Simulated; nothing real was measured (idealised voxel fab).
process module | voxel tone inversion
cross-section cut | 270 nm wide | cells 5 nm
A cross-section is a grid of square cells, given in bands from the top down. A band is one or more rows of cells.
Each band's line starts with the height of the band's top and of its bottom, in nm. Then come its materials from left to right, each with its width in nm. One material with "throughout" fills the band from edge to edge. "air" is empty space.
Height 0 is the level under which the wafer as received is all one material. The lowest band goes on downwards, as in "0 down".
A width such as "30 to 40" changes by the same amount from each row of cells to the next, from the band's top row to its bottom row.
"no change" after a step means that no cell of the cross-section changed.
closed voids: empty space of 8 cells or more with no open way to the top, each as width x height at its distance from the left edge, in nm
after a step's settings: what the simulator itself notes on the step
overlay nm, on a step with a mask: how far to the right of its planned place the mask lay; to the left if negative
plan
1 op RECEIVE | material Si
2 op CONFORMAL_DEP | material SiCN | thk nm 5
3 op DIRECTIONAL_DEP | material aC | thk nm 25
4 op PATTERN | tone cover | mask id POSTS | material resist | width nm 25 | pitch nm 45 | thk nm 35 | overlay nm 0
5 op DIRECTIONAL_ETCH | etch materials aC | depth nm 25
6 op STRIP | etch materials resist
7 op FILL_DEP | material lowk | thk nm 5
8 op CMP | height nm 30
9 op STRIP | etch materials aC
as received, after step 1
  0 down: Si throughout
  closed voids: none
a wafer at the end: this start, this plan, one mistake
  30 to 5: lowk 105 | air 15 | lowk 30 | air 15 | lowk 105
  5 to 0: SiCN throughout
  0 down: Si throughout
  closed voids: none
what went wrong: step 4 ran as: op PATTERN | tone cover | mask id POSTS | material resist | width nm 15 | pitch nm 45 | thk nm 35 | overlay nm 0
